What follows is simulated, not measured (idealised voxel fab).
Presented below is a process module, voxel wiring stack.
In the cross-section labelled cut, the width is 170 nm and each square cell is 5 nm.
Reading order for cross-sections: top band down to bottom band. Underlying form: a grid of square cells. Band size: one or more rows of cells.
Quick guide to a band line: top height, bottom height (nm) up front; then every material left to right with its width in nm. Only one material and it's marked "throughout"? Then it fills the band edge to edge. And "blank" just means empty space.
Convention: height 0 is the level below which the wafer, as received, is all one material. The lowest band does not terminate at the bottom but continues downward, represented as "from 0 down".
Width spec "30 to 40" -> top row of cells at first value, bottom row at second value, equal per-row change in between.
Key: "nothing was modified" - step with no changed cell in the cross-section.
The entry "Closed internal cavities" lists the empty spaces that cover at least 8 cells and have no open path to the top. Each is written as width x height at distance, where the distance is measured from the left edge and all three values are in nm.
On each step's line, the part that comes after the settings is the simulator's own comment on the step.
The "overlay nm" setting may appear on a step's line; for a step that uses a mask, it gives how far to the right of its planned position the mask lay, and a negative value indicates the left.
Read the rest as pairs. Take the cross-section before one process step, then the cross-section after it, which shows only down to the lowest band that changed. Under the pair, find the step between them and its settings. Bear in mind that pairs may come from different runs of this module on the same starting wafer: link a pair to the pair above it only where its entry headed "Ex-ante state" says to.

[Ex-ante state]
* from 0 down = Si throughout
* Closed internal cavities: none

[Resulting Structure]
* from 15 to 0 = SiO2 throughout
* All layers under 0 are left as they were.
* Closed internal cavities: none
Name the step between the before and after sections above: CONFORMAL_DEP (material SiO2; thk nm 15)

Ex-ante state: the pre-step structure is the one depicted after the step in the pair just above.

[Resulting Structure]
* from 20 to 15 = TiN throughout
* All layers under 15 are left as they were.
* Closed internal cavities: none
Name the step between the before and after sections above: DIRECTIONAL_DEP (material TiN; thk nm 5)

Ex-ante state: the pre-step structure is the one depicted after the step in the pair just above.

[Resulting Structure]
* from 40 to 20 = W throughout
* All layers under 20 are left as they were.
* Closed internal cavities: none
Name the step between the before and after sections above: DIRECTIONAL_DEP (material W; thk nm 20)

Ex-ante state: the pre-step structure is the one depicted after the step in the pair just above.

[Resulting Structure]
* from 60 to 40 = 30 blank, 20 resist, 25 blank, 20 resist, 25 blank, 20 resist, 30 blank
* All layers under 40 are left as they were.
* Closed internal cavities: none
Name the step between the before and after sections above: PATTERN (tone cover; mask id METAL_1; material resist; width nm 20; pitch nm 45; thk nm 20; overlay nm 0)

Ex-ante state: the pre-step structure is the one depicted after the step in the pair just above.

[Resulting Structure]
* from 60 to 40 = 30 blank, 20 resist, 25 blank, 20 resist, 25 blank, 20 resist, 30 blank
* from 40 to 20 = 30 blank, 20 W, 25 blank, 20 W, 25 blank, 20 W, 30 blank
* All layers under 20 are left as they were.
* Closed internal cavities: none
Name the step between the before and after sections above: DIRECTIONAL_ETCH (etch materials W; depth nm 20)

Ex-ante state: the pre-step structure is the one depicted after the step in the pair just above.

[Resulting Structure]
* from 60 to 40 = 30 blank, 20 resist, 25 blank, 20 resist, 25 blank, 20 resist, 30 blank
* from 40 to 20 = 30 blank, 20 W, 25 blank, 20 W, 25 blank, 20 W, 30 blank
* from 20 to 15 = 30 blank, 20 TiN, 25 blank, 20 TiN, 25 blank, 20 TiN, 30 blank
* All layers under 15 are left as they were.
* Closed internal cavities: none
Name the step between the before and after sections above: DIRECTIONAL_ETCH (etch materials TiN; depth nm 5)

Ex-ante state: the pre-step structure is the one depicted after the step in the pair just above.

[Resulting Structure]
* from 40 to 20 = 30 blank, 20 W, 25 blank, 20 W, 25 blank, 20 W, 30 blank
* All layers under 20 are left as they were.
* Closed internal cavities: none
Name the step between the before and after sections above: STRIP (etch materials resist)

Ex-ante state: the pre-step structure is the one depicted after the step in the pair just above.

[Resulting Structure]
* from 45 to 40 = 25 blank, 30 SiCN, 15 blank, 30 SiCN, 15 blank, 30 SiCN, 25 blank
* from 40 to 20 = 25 blank, 5 SiCN, 20 W, 5 SiCN, 15 blank, 5 SiCN, 20 W, 5 SiCN, 15 blank, 5 SiCN, 20 W, 5 SiCN, 25 blank
* from 20 to 15 = 30 SiCN, 20 TiN, 25 SiCN, 20 TiN, 25 SiCN, 20 TiN, 30 SiCN
* All layers under 15 are left as they were.
* Closed internal cavities: none
Name the step between the before and after sections above: CONFORMAL_DEP (material SiCN; thk nm 5)

Ex-ante state: the pre-step structure is the one depicted after the step in the pair just above.

[Resulting Structure]
* from 55 to 45 = lowk throughout
* from 45 to 40 = 25 lowk, 30 SiCN, 15 lowk, 30 SiCN, 15 lowk, 30 SiCN, 25 lowk
* from 40 to 20 = 25 lowk, 5 SiCN, 20 W, 5 SiCN, 15 lowk, 5 SiCN, 20 W, 5 SiCN, 15 lowk, 5 SiCN, 20 W, 5 SiCN, 25 lowk
* All layers under 20 are left as they were.
* Closed internal cavities: none
Name the step between the before and after sections above: FILL_DEP (material lowk; thk nm 10)

Ex-ante state: the pre-step structure is the one depicted after the step in the pair just above.

[Resulting Structure]
* from 40 to 20 = 25 lowk, 5 SiCN, 20 W, 5 SiCN, 15 lowk, 5 SiCN, 20 W, 5 SiCN, 15 lowk, 5 SiCN, 20 W, 5 SiCN, 25 lowk
* All layers under 20 are left as they were.
* Closed internal cavities: none
Name the step between the before and after sections above: CMP (height nm 40)

Ex-ante state: the pre-step structure is the one depicted after the step in the pair just above.

[Resulting Structure]
* from 45 to 40 = SiCN throughout
* All layers under 40 are left as they were.
* Closed internal cavities: none
Name the step between the before and after sections above: CONFORMAL_DEP (material SiCN; thk nm 5)

Ex-ante state: the pre-step structure is the one depicted after the step in the pair just above.

[Resulting Structure]
* from 55 to 45 = lowk throughout
* All layers under 45 are left as they were.
* Closed internal cavities: none
Name the step between the before and after sections above: DIRECTIONAL_DEP (material lowk; thk nm 10)

Ex-ante state: the pre-step structure is the one depicted after the step in the pair just above.

[Resulting Structure]
* from 65 to 55 = aC throughout
* All layers under 55 are left as they were.
* Closed internal cavities: none
Name the step between the before and after sections above: DIRECTIONAL_DEP (material aC; thk nm 10)

Ex-ante state: the pre-step structure is the one depicted after the step in the pair just above.

[Resulting Structure]
* from 95 to 65 = 30 resist, 15 blank, 30 resist, 15 blank, 30 resist, 15 blank, 35 resist
* All layers under 65 are left as they were.
* Closed internal cavities: none
Name the step between the before and after sections above: PATTERN (tone open; mask id PLUG_1; material resist; width nm 15; pitch nm 45; thk nm 30; overlay nm 0)

Ex-ante state: the pre-step structure is the one depicted after the step in the pair just above.

[Resulting Structure]
* from 85 to 65 = 30 resist, 15 blank, 30 resist, 15 blank, 30 resist, 15 blank, 35 resist
* from 65 to 55 = 30 aC, 15 blank, 30 aC, 15 blank, 30 aC, 15 blank, 35 aC
* All layers under 55 are left as they were.
* Closed internal cavities: none
Name the step between the before and after sections above: DIRECTIONAL_ETCH (etch materials aC; depth nm 10)

Ex-ante state: the pre-step structure is the one depicted after the step in the pair just above.

[Resulting Structure]
* from 65 to 55 = 30 aC, 15 blank, 30 aC, 15 blank, 30 aC, 15 blank, 35 aC
* All layers under 55 are left as they were.
* Closed internal cavities: none
Name the step between the before and after sections above: STRIP (etch materials resist)

Ex-ante state: the pre-step structure is the one depicted after the step in the pair just above.

[Resulting Structure]
* from 65 to 55 = 30 aC, 15 blank, 30 aC, 15 blank, 30 aC, 15 blank, 35 aC
* from 55 to 45 = 30 lowk, 15 blank, 30 lowk, 15 blank, 30 lowk, 15 blank, 35 lowk
* All layers under 45 are left as they were.
* Closed internal cavities: none
Name the step between the before and after sections above: DIRECTIONAL_ETCH (etch materials lowk; depth nm 10)

Ex-ante state: the pre-step structure is the one depicted after the step in the pair just above.

[Resulting Structure]
* from 65 to 55 = 30 aC, 15 blank, 30 aC, 15 blank, 30 aC, 15 blank, 35 aC
* from 55 to 45 = 30 lowk, 15 blank, 30 lowk, 15 blank, 30 lowk, 15 blank, 35 lowk
* from 45 to 40 = 30 SiCN, 15 blank, 30 SiCN, 15 blank, 30 SiCN, 15 blank, 35 SiCN
* All layers under 40 are left as they were.
* Closed internal cavities: none
Name the step between the before and after sections above: DIRECTIONAL_ETCH (etch materials SiCN; depth nm 5)

Ex-ante state: the pre-step structure is the one depicted after the step in the pair just above.

[Resulting Structure]
* from 55 to 45 = 30 lowk, 15 blank, 30 lowk, 15 blank, 30 lowk, 15 blank, 35 lowk
* All layers under 45 are left as they were.
* Closed internal cavities: none
Name the step between the before and after sections above: STRIP (etch materials aC)

Ex-ante state: the pre-step structure is the one depicted after the step in the pair just above.

[Resulting Structure]
* from 55 to 50 = 30 lowk, 15 blank, 30 lowk, 15 blank, 30 lowk, 15 blank, 35 lowk
* from 50 to 45 = 30 lowk, 15 Ru, 30 lowk, 15 Ru, 30 lowk, 15 Ru, 35 lowk
* from 45 to 40 = 30 SiCN, 15 Ru, 30 SiCN, 15 Ru, 30 SiCN, 15 Ru, 35 SiCN
* All layers under 40 are left as they were.
* Closed internal cavities: none
Name the step between the before and after sections above: EPI (material Ru; thk nm 10)

Ex-ante state: the pre-step structure is the one depicted after the step in the pair just above.

[Resulting Structure]
* from 55 to 45 = 30 lowk, 15 Ru, 30 lowk, 15 Ru, 30 lowk, 15 Ru, 35 lowk
* All layers under 45 are left as they were.
* Closed internal cavities: none
Name the step between the before and after sections above: EPI (material Ru; thk nm 5)

Ex-ante state: the pre-step structure is the one depicted after the step in the pair just above.

[Resulting Structure]
* from 60 to 55 = SiCN throughout
* All layers under 55 are left as they were.
* Closed internal cavities: none
Name the step between the before and after sections above: CONFORMAL_DEP (material SiCN; thk nm 5)

Ex-ante state: the pre-step structure is the one depicted after the step in the pair just above.

[Resulting Structure]
* from 85 to 60 = SiO2 throughout
* All layers under 60 are left as they were.
* Closed internal cavities: none
Name the step between the before and after sections above: DIRECTIONAL_DEP (material SiO2; thk nm 25)

Ex-ante state: the pre-step structure is the one depicted after the step in the pair just above.

[Resulting Structure]
* from 100 to 85 = aC throughout
* All layers under 85 are left as they were.
* Closed internal cavities: none
Name the step between the before and after sections above: DIRECTIONAL_DEP (material aC; thk nm 15)

Ex-ante state: the pre-step structure is the one depicted after the step in the pair just above.

[Resulting Structure]
* from 130 to 100 = 30 resist, 20 blank, 25 resist, 20 blank, 25 resist, 20 blank, 30 resist
* All layers under 100 are left as they were.
* Closed internal cavities: none
Name the step between the before and after sections above: PATTERN (tone open; mask id METAL_2; material resist; width nm 20; pitch nm 45; thk nm 30; overlay nm 0)

Ex-ante state: the pre-step structure is the one depicted after the step in the pair just above.

[Resulting Structure]
* from 115 to 100 = 30 resist, 20 blank, 25 resist, 20 blank, 25 resist, 20 blank, 30 resist
* from 100 to 85 = 30 aC, 20 blank, 25 aC, 20 blank, 25 aC, 20 blank, 30 aC
* All layers under 85 are left as they were.
* Closed internal cavities: none
Name the step between the before and after sections above: DIRECTIONAL_ETCH (etch materials aC; depth nm 15)

Ex-ante state: the pre-step structure is the one depicted after the step in the pair just above.

[Resulting Structure]
* from 100 to 85 = 30 aC, 20 blank, 25 aC, 20 blank, 25 aC, 20 blank, 30 aC
* All layers under 85 are left as they were.
* Closed internal cavities: none
Name the step between the before and after sections above: STRIP (etch materials resist)

Ex-ante state: the pre-step structure is the one depicted after the step in the pair just above.

[Resulting Structure]
* from 100 to 85 = 30 aC, 20 blank, 25 aC, 20 blank, 25 aC, 20 blank, 30 aC
* from 85 to 60 = 30 SiO2, 20 blank, 25 SiO2, 20 blank, 25 SiO2, 20 blank, 30 SiO2
* All layers under 60 are left as they were.
* Closed internal cavities: none
Name the step between the before and after sections above: DIRECTIONAL_ETCH (etch materials SiO2; depth nm 25)

Ex-ante state: the pre-step structure is the one depicted after the step in the pair just above.

[Resulting Structure]
* from 100 to 85 = 30 aC, 20 blank, 25 aC, 20 blank, 25 aC, 20 blank, 30 aC
* from 85 to 60 = 30 SiO2, 20 blank, 25 SiO2, 20 blank, 25 SiO2, 20 blank, 30 SiO2
* from 60 to 55 = 30 SiCN, 20 blank, 25 SiCN, 20 blank, 25 SiCN, 20 blank, 30 SiCN
* All layers under 55 are left as they were.
* Closed internal cavities: none
Name the step between the before and after sections above: DIRECTIONAL_ETCH (etch materials SiCN; depth nm 5)

Ex-ante state: the pre-step structure is the one depicted after the step in the pair just above.

[Resulting Structure]
* from 85 to 60 = 30 SiO2, 20 blank, 25 SiO2, 20 blank, 25 SiO2, 20 blank, 30 SiO2
* All layers under 60 are left as they were.
* Closed internal cavities: none
Name the step between the before and after sections above: STRIP (etch materials aC)

Ex-ante state: the pre-step structure is the one depicted after the step in the pair just above.

[Resulting Structure]
* from 90 to 85 = 35 TiN, 10 blank, 35 TiN, 10 blank, 35 TiN, 10 blank, 35 TiN
* from 85 to 60 = 30 SiO2, 5 TiN, 10 blank, 5 TiN, 25 SiO2, 5 TiN, 10 blank, 5 TiN, 25 SiO2, 5 TiN, 10 blank, 5 TiN, 30 SiO2
* from 60 to 55 = 30 SiCN, 20 TiN, 25 SiCN, 20 TiN, 25 SiCN, 20 TiN, 30 SiCN
* All layers under 55 are left as they were.
* Closed internal cavities: none
Name the step between the before and after sections above: CONFORMAL_DEP (material TiN; thk nm 5)

Ex-ante state: the pre-step structure is the one depicted after the step in the pair just above.

[Resulting Structure]
* from 100 to 90 = Cu throughout
* from 90 to 85 = 35 TiN, 10 Cu, 35 TiN, 10 Cu, 35 TiN, 10 Cu, 35 TiN
* from 85 to 60 = 30 SiO2, 5 TiN, 10 Cu, 5 TiN, 25 SiO2, 5 TiN, 10 Cu, 5 TiN, 25 SiO2, 5 TiN, 10 Cu, 5 TiN, 30 SiO2
* All layers under 60 are left as they were.
* Closed internal cavities: none
Name the step between the before and after sections above: FILL_DEP (material Cu; thk nm 10)

Ex-ante state: the pre-step structure is the one depicted after the step in the pair just above.

[Resulting Structure]
* from 85 to 60 = 30 SiO2, 5 TiN, 10 Cu, 5 TiN, 25 SiO2, 5 TiN, 10 Cu, 5 TiN, 25 SiO2, 5 TiN, 10 Cu, 5 TiN, 30 SiO2
* All layers under 60 are left as they were.
* Closed internal cavities: none
Name the step between the before and after sections above: CMP (height nm 85)

Ex-ante state: the pre-step structure is the one depicted after the step in the pair just above.

[Resulting Structure]
* from 90 to 85 = SiCN throughout
* All layers under 85 are left as they were.
* Closed internal cavities: none
Name the step between the before and after sections above: CONFORMAL_DEP (material SiCN; thk nm 5)

Ex-ante state: the pre-step structure is the one depicted after the step in the pair just above.

[Resulting Structure]
* from 120 to 90 = SiO2 throughout
* All layers under 90 are left as they were.
* Closed internal cavities: none
Name the step between the before and after sections above: DIRECTIONAL_DEP (material SiO2; thk nm 30)

Ex-ante state: the pre-step structure is the one depicted after the step in the pair just above.

[Resulting Structure]
* from 120 to 90 = 30 SiO2, 15 blank, 30 SiO2, 15 blank, 30 SiO2, 15 blank, 35 SiO2
* All layers under 90 are left as they were.
* Closed internal cavities: none
Name the step between the before and after sections above: MASKED_ETCH (tone open; mask id METAL_3_HOLES; width nm 15; pitch nm 45; etch materials SiO2; depth nm 30; overlay nm 0)

Ex-ante state: the pre-step structure is the one depicted after the step in the pair just above.

[Resulting Structure]
* from 120 to 100 = 30 SiO2, 20 blank, 25 SiO2, 20 blank, 25 SiO2, 20 blank, 30 SiO2
* All layers under 100 are left as they were.
* Closed internal cavities: none
Name the step between the before and after sections above: MASKED_ETCH (tone open; mask id METAL_3; width nm 20; pitch nm 45; etch materials SiO2; depth nm 20; overlay nm 0)

Ex-ante state: the pre-step structure is the one depicted after the step in the pair just above.

[Resulting Structure]
* from 120 to 100 = 30 SiO2, 20 blank, 25 SiO2, 20 blank, 25 SiO2, 20 blank, 30 SiO2
* from 100 to 90 = 30 SiO2, 15 blank, 30 SiO2, 15 blank, 30 SiO2, 15 blank, 35 SiO2
* from 90 to 85 = 30 SiCN, 15 blank, 30 SiCN, 15 blank, 30 SiCN, 15 blank, 35 SiCN
* All layers under 85 are left as they were.
* Closed internal cavities: none
Name the step between the before and after sections above: MASKED_ETCH (tone open; mask id METAL_3; width nm 20; pitch nm 45; etch materials SiCN; depth nm 5; overlay nm 0)

Ex-ante state: the pre-step structure is the one depicted after the step in the pair just above.

[Resulting Structure]
* from 125 to 120 = 35 TiN, 10 blank, 35 TiN, 10 blank, 35 TiN, 10 blank, 35 TiN
* from 120 to 105 = 30 SiO2, 5 TiN, 10 blank, 5 TiN, 25 SiO2, 5 TiN, 10 blank, 5 TiN, 25 SiO2, 5 TiN, 10 blank, 5 TiN, 30 SiO2
* from 105 to 100 = 30 SiO2, 5 TiN, 5 blank, 10 TiN, 25 SiO2, 5 TiN, 5 blank, 10 TiN, 25 SiO2, 5 TiN, 5 blank, 10 TiN, 30 SiO2
* from 100 to 90 = 30 SiO2, 5 TiN, 5 blank, 5 TiN, 30 SiO2, 5 TiN, 5 blank, 5 TiN, 30 SiO2, 5 TiN, 5 blank, 5 TiN, 35 SiO2
* from 90 to 85 = 30 SiCN, 15 TiN, 30 SiCN, 15 TiN, 30 SiCN, 15 TiN, 35 SiCN
* All layers under 85 are left as they were.
* Closed internal cavities: none
Name the step between the before and after sections above: CONFORMAL_DEP (material TiN; thk nm 5)

Ex-ante state: the pre-step structure is the one depicted after the step in the pair just above.

[Resulting Structure]
* from 130 to 125 = Ru throughout
* from 125 to 120 = 35 TiN, 10 Ru, 35 TiN, 10 Ru, 35 TiN, 10 Ru, 35 TiN
* from 120 to 105 = 30 SiO2, 5 TiN, 10 Ru, 5 TiN, 25 SiO2, 5 TiN, 10 Ru, 5 TiN, 25 SiO2, 5 TiN, 10 Ru, 5 TiN, 30 SiO2
* from 105 to 100 = 30 SiO2, 5 TiN, 5 Ru, 10 TiN, 25 SiO2, 5 TiN, 5 Ru, 10 TiN, 25 SiO2, 5 TiN, 5 Ru, 10 TiN, 30 SiO2
* from 100 to 90 = 30 SiO2, 5 TiN, 5 Ru, 5 TiN, 30 SiO2, 5 TiN, 5 Ru, 5 TiN, 30 SiO2, 5 TiN, 5 Ru, 5 TiN, 35 SiO2
* All layers under 90 are left as they were.
* Closed internal cavities: none
Name the step between the before and after sections above: FILL_DEP (material Ru; thk nm 5)

Ex-ante state: the pre-step structure is the one depicted after the step in the pair just above.

[Resulting Structure]
* from 120 to 105 = 30 SiO2, 5 TiN, 10 Ru, 5 TiN, 25 SiO2, 5 TiN, 10 Ru, 5 TiN, 25 SiO2, 5 TiN, 10 Ru, 5 TiN, 30 SiO2
* All layers under 105 are left as they were.
* Closed internal cavities: none
Name the step between the before and after sections above: CMP (height nm 120)

Ex-ante state: the pre-step structure is the one depicted after the step in the pair just above.

[Resulting Structure]
* from 125 to 120 = SiCN throughout
* All layers under 120 are left as they were.
* Closed internal cavities: none
Name the step between the before and after sections above: CONFORMAL_DEP (material SiCN; thk nm 5)

Ex-ante state: the pre-step structure is the one depicted after the step in the pair just above.

[Resulting Structure]
* from 155 to 125 = SiO2 throughout
* All layers under 125 are left as they were.
* Closed internal cavities: none
Name the step between the before and after sections above: DIRECTIONAL_DEP (material SiO2; thk nm 30)

Ex-ante state: the pre-step structure is the one depicted after the step in the pair just above.

[Resulting Structure]
* from 155 to 125 = 30 SiO2, 15 blank, 75 SiO2, 15 blank, 35 SiO2
* All layers under 125 are left as they were.
* Closed internal cavities: none
Name the step between the before and after sections above: MASKED_ETCH (tone open; mask id METAL_4_HOLES; width nm 15; pitch nm 90; etch materials SiO2; depth nm 30; overlay nm 0)

Ex-ante state: the pre-step structure is the one depicted after the step in the pair just above.

[Resulting Structure]
* from 155 to 135 = 30 SiO2, 20 blank, 25 SiO2, 20 blank, 25 SiO2, 20 blank, 30 SiO2
* All layers under 135 are left as they were.
* Closed internal cavities: none
Name the step between the before and after sections above: MASKED_ETCH (tone open; mask id METAL_4; width nm 20; pitch nm 45; etch materials SiO2; depth nm 20; overlay nm 0)

Ex-ante state: the pre-step structure is the one depicted after the step in the pair just above.

[Resulting Structure]
* from 155 to 135 = 30 SiO2, 20 blank, 25 SiO2, 20 blank, 25 SiO2, 20 blank, 30 SiO2
* from 135 to 125 = 30 SiO2, 15 blank, 75 SiO2, 15 blank, 35 SiO2
* from 125 to 120 = 30 SiCN, 15 blank, 75 SiCN, 15 blank, 35 SiCN
* All layers under 120 are left as they were.
* Closed internal cavities: none
Name the step between the before and after sections above: MASKED_ETCH (tone open; mask id METAL_4; width nm 20; pitch nm 45; etch materials SiCN; depth nm 5; overlay nm 0)

Ex-ante state: the pre-step structure is the one depicted after the step in the pair just above.

[Resulting Structure]
* from 160 to 155 = 35 TiN, 10 blank, 35 TiN, 10 blank, 35 TiN, 10 blank, 35 TiN
* from 155 to 140 = 30 SiO2, 5 TiN, 10 blank, 5 TiN, 25 SiO2, 5 TiN, 10 blank, 5 TiN, 25 SiO2, 5 TiN, 10 blank, 5 TiN, 30 SiO2
* from 140 to 135 = 30 SiO2, 5 TiN, 5 blank, 10 TiN, 25 SiO2, 20 TiN, 25 SiO2, 5 TiN, 5 blank, 10 TiN, 30 SiO2
* from 135 to 125 = 30 SiO2, 5 TiN, 5 blank, 5 TiN, 75 SiO2, 5 TiN, 5 blank, 5 TiN, 35 SiO2
* from 125 to 120 = 30 SiCN, 15 TiN, 75 SiCN, 15 TiN, 35 SiCN
* All layers under 120 are left as they were.
* Closed internal cavities: none
Name the step between the before and after sections above: CONFORMAL_DEP (material TiN; thk nm 5)

Ex-ante state: the pre-step structure is the one depicted after the step in the pair just above.

[Resulting Structure]
* from 165 to 160 = Ru throughout
* from 160 to 155 = 35 TiN, 10 Ru, 35 TiN, 10 Ru, 35 TiN, 10 Ru, 35 TiN
* from 155 to 140 = 30 SiO2, 5 TiN, 10 Ru, 5 TiN, 25 SiO2, 5 TiN, 10 Ru, 5 TiN, 25 SiO2, 5 TiN, 10 Ru, 5 TiN, 30 SiO2
* from 140 to 135 = 30 SiO2, 5 TiN, 5 Ru, 10 TiN, 25 SiO2, 20 TiN, 25 SiO2, 5 TiN, 5 Ru, 10 TiN, 30 SiO2
* from 135 to 125 = 30 SiO2, 5 TiN, 5 Ru, 5 TiN, 75 SiO2, 5 TiN, 5 Ru, 5 TiN, 35 SiO2
* All layers under 125 are left as they were.
* Closed internal cavities: none
Name the step between the before and after sections above: FILL_DEP (material Ru; thk nm 5)

Ex-ante state: the pre-step structure is the one depicted after the step in the pair just above.

[Resulting Structure]
* from 155 to 140 = 30 SiO2, 5 TiN, 10 Ru, 5 TiN, 25 SiO2, 5 TiN, 10 Ru, 5 TiN, 25 SiO2, 5 TiN, 10 Ru, 5 TiN, 30 SiO2
* All layers under 140 are left as they were.
* Closed internal cavities: none
Name the step between the before and after sections above: CMP (height nm 155)

Ex-ante state: the pre-step structure is the one depicted after the step in the pair just above.

[Resulting Structure]
* from 160 to 155 = SiN throughout
* All layers under 155 are left as they were.
* Closed internal cavities: none
Name the step between the before and after sections above: CONFORMAL_DEP (material SiN; thk nm 5)

[Ex-ante state]
* from 0 down = Si throughout
* Closed internal cavities: none

[Resulting Structure]
* from 5 to 0 = TiN throughout
* All layers under 0 are left as they were.
* Closed internal cavities: none
Name the step between the before and after sections above: DIRECTIONAL_DEP (material TiN; thk nm 5)

Ex-ante state: the pre-step structure is the one depicted after the step in the pair just above.

[Resulting Structure]
* from 25 to 5 = W throughout
* All layers under 5 are left as they were.
* Closed internal cavities: none
Name the step between the before and after sections above: DIRECTIONAL_DEP (material W; thk nm 20)

Ex-ante state: the pre-step structure is the one depicted after the step in the pair just above.

[Resulting Structure]
* from 45 to 25 = 30 blank, 20 resist, 25 blank, 20 resist, 25 blank, 20 resist, 30 blank
* All layers under 25 are left as they were.
* Closed internal cavities: none
Name the step between the before and after sections above: PATTERN (tone cover; mask id METAL_1; material resist; width nm 20; pitch nm 45; thk nm 20; overlay nm 0)

Ex-ante state: the pre-step structure is the one depicted after the step in the pair just above.

[Resulting Structure]
* from 45 to 25 = 30 blank, 20 resist, 25 blank, 20 resist, 25 blank, 20 resist, 30 blank
* from 25 to 5 = 30 blank, 20 W, 25 blank, 20 W, 25 blank, 20 W, 30 blank
* All layers under 5 are left as they were.
* Closed internal cavities: none
Name the step between the before and after sections above: DIRECTIONAL_ETCH (etch materials W; depth nm 20)

Ex-ante state: the pre-step structure is the one depicted after the step in the pair just above.

[Resulting Structure]
* from 45 to 25 = 30 blank, 20 resist, 25 blank, 20 resist, 25 blank, 20 resist, 30 blank
* from 25 to 5 = 30 blank, 20 W, 25 blank, 20 W, 25 blank, 20 W, 30 blank
* from 5 to 0 = 30 blank, 20 TiN, 25 blank, 20 TiN, 25 blank, 20 TiN, 30 blank
* All layers under 0 are left as they were.
* Closed internal cavities: none
Name the step between the before and after sections above: DIRECTIONAL_ETCH (etch materials TiN; depth nm 5)

Ex-ante state: the pre-step structure is the one depicted after the step in the pair just above.

[Resulting Structure]
* from 25 to 5 = 30 blank, 20 W, 25 blank, 20 W, 25 blank, 20 W, 30 blank
* All layers under 5 are left as they were.
* Closed internal cavities: none
Name the step between the before and after sections above: STRIP (etch materials resist)

Ex-ante state: the pre-step structure is the one depicted after the step in the pair just above.

[Resulting Structure]
* from 30 to 25 = 25 blank, 30 SiCN, 15 blank, 30 SiCN, 15 blank, 30 SiCN, 25 blank
* from 25 to 5 = 25 blank, 5 SiCN, 20 W, 5 SiCN, 15 blank, 5 SiCN, 20 W, 5 SiCN, 15 blank, 5 SiCN, 20 W, 5 SiCN, 25 blank
* from 5 to 0 = 30 SiCN, 20 TiN, 25 SiCN, 20 TiN, 25 SiCN, 20 TiN, 30 SiCN
* All layers under 0 are left as they were.
* Closed internal cavities: none
Name the step between the before and after sections above: CONFORMAL_DEP (material SiCN; thk nm 5)

Ex-ante state: the pre-step structure is the one depicted after the step in the pair just above.

[Resulting Structure]
* from 40 to 30 = lowk throughout
* from 30 to 25 = 25 lowk, 30 SiCN, 15 lowk, 30 SiCN, 15 lowk, 30 SiCN, 25 lowk
* from 25 to 5 = 25 lowk, 5 SiCN, 20 W, 5 SiCN, 15 lowk, 5 SiCN, 20 W, 5 SiCN, 15 lowk, 5 SiCN, 20 W, 5 SiCN, 25 lowk
* All layers under 5 are left as they were.
* Closed internal cavities: none
Name the step between the before and after sections above: FILL_DEP (material lowk; thk nm 10)

Ex-ante state: the pre-step structure is the one depicted after the step in the pair just above.

[Resulting Structure]
* from 45 to 40 = SiCN throughout
* All layers under 40 are left as they were.
* Closed internal cavities: none
Name the step between the before and after sections above: CONFORMAL_DEP (material SiCN; thk nm 5)

Ex-ante state: the pre-step structure is the one depicted after the step in the pair just above.

[Resulting Structure]
* from 55 to 45 = lowk throughout
* All layers under 45 are left as they were.
* Closed internal cavities: none
Name the step between the before and after sections above: DIRECTIONAL_DEP (material lowk; thk nm 10)

Ex-ante state: the pre-step structure is the one depicted after the step in the pair just above.

[Resulting Structure]
* from 65 to 55 = aC throughout
* All layers under 55 are left as they were.
* Closed internal cavities: none
Name the step between the before and after sections above: DIRECTIONAL_DEP (material aC; thk nm 10)

Ex-ante state: the pre-step structure is the one depicted after the step in the pair just above.

[Resulting Structure]
* from 95 to 65 = 30 resist, 15 blank, 30 resist, 15 blank, 30 resist, 15 blank, 35 resist
* All layers under 65 are left as they were.
* Closed internal cavities: none
Name the step between the before and after sections above: PATTERN (tone open; mask id PLUG_1; material resist; width nm 15; pitch nm 45; thk nm 30; overlay nm 0)

Ex-ante state: the pre-step structure is the one depicted after the step in the pair just above.

[Resulting Structure]
* from 85 to 65 = 30 resist, 15 blank, 30 resist, 15 blank, 30 resist, 15 blank, 35 resist
* from 65 to 55 = 30 aC, 15 blank, 30 aC, 15 blank, 30 aC, 15 blank, 35 aC
* All layers under 55 are left as they were.
* Closed internal cavities: none
Name the step between the before and after sections above: DIRECTIONAL_ETCH (etch materials aC; depth nm 10)

Ex-ante state: the pre-step structure is the one depicted after the step in the pair just above.

[Resulting Structure]
* from 65 to 55 = 30 aC, 15 blank, 30 aC, 15 blank, 30 aC, 15 blank, 35 aC
* All layers under 55 are left as they were.
* Closed internal cavities: none
Name the step between the before and after sections above: STRIP (etch materials resist)

Ex-ante state: the pre-step structure is the one depicted after the step in the pair just above.

[Resulting Structure]
* from 65 to 55 = 30 aC, 15 blank, 30 aC, 15 blank, 30 aC, 15 blank, 35 aC
* from 55 to 45 = 30 lowk, 15 blank, 30 lowk, 15 blank, 30 lowk, 15 blank, 35 lowk
* All layers under 45 are left as they were.
* Closed internal cavities: none
Name the step between the before and after sections above: DIRECTIONAL_ETCH (etch materials lowk; depth nm 10)

Ex-ante state: the pre-step structure is the one depicted after the step in the pair just above.

[Resulting Structure]
* from 65 to 55 = 30 aC, 15 blank, 30 aC, 15 blank, 30 aC, 15 blank, 35 aC
* from 55 to 45 = 30 lowk, 15 blank, 30 lowk, 15 blank, 30 lowk, 15 blank, 35 lowk
* from 45 to 40 = 30 SiCN, 15 blank, 30 SiCN, 15 blank, 30 SiCN, 15 blank, 35 SiCN
* All layers under 40 are left as they were.
* Closed internal cavities: none
Name the step between the before and after sections above: DIRECTIONAL_ETCH (etch materials SiCN; depth nm 5)

Ex-ante state: the pre-step structure is the one depicted after the step in the pair just above.

[Resulting Structure]
* from 55 to 45 = 30 lowk, 15 blank, 30 lowk, 15 blank, 30 lowk, 15 blank, 35 lowk
* All layers under 45 are left as they were.
* Closed internal cavities: none
Name the step between the before and after sections above: STRIP (etch materials aC)

Ex-ante state: the pre-step structure is the one depicted after the step in the pair just above.

[Resulting Structure]
* from 60 to 55 = 35 SiCN, 5 blank, 40 SiCN, 5 blank, 40 SiCN, 5 blank, 40 SiCN
* from 55 to 45 = 30 lowk, 5 SiCN, 5 blank, 5 SiCN, 30 lowk, 5 SiCN, 5 blank, 5 SiCN, 30 lowk, 5 SiCN, 5 blank, 5 SiCN, 35 lowk
* from 45 to 40 = SiCN throughout
* All layers under 40 are left as they were.
* Closed internal cavities: none
Name the step between the before and after sections above: CONFORMAL_DEP (material SiCN; thk nm 5)
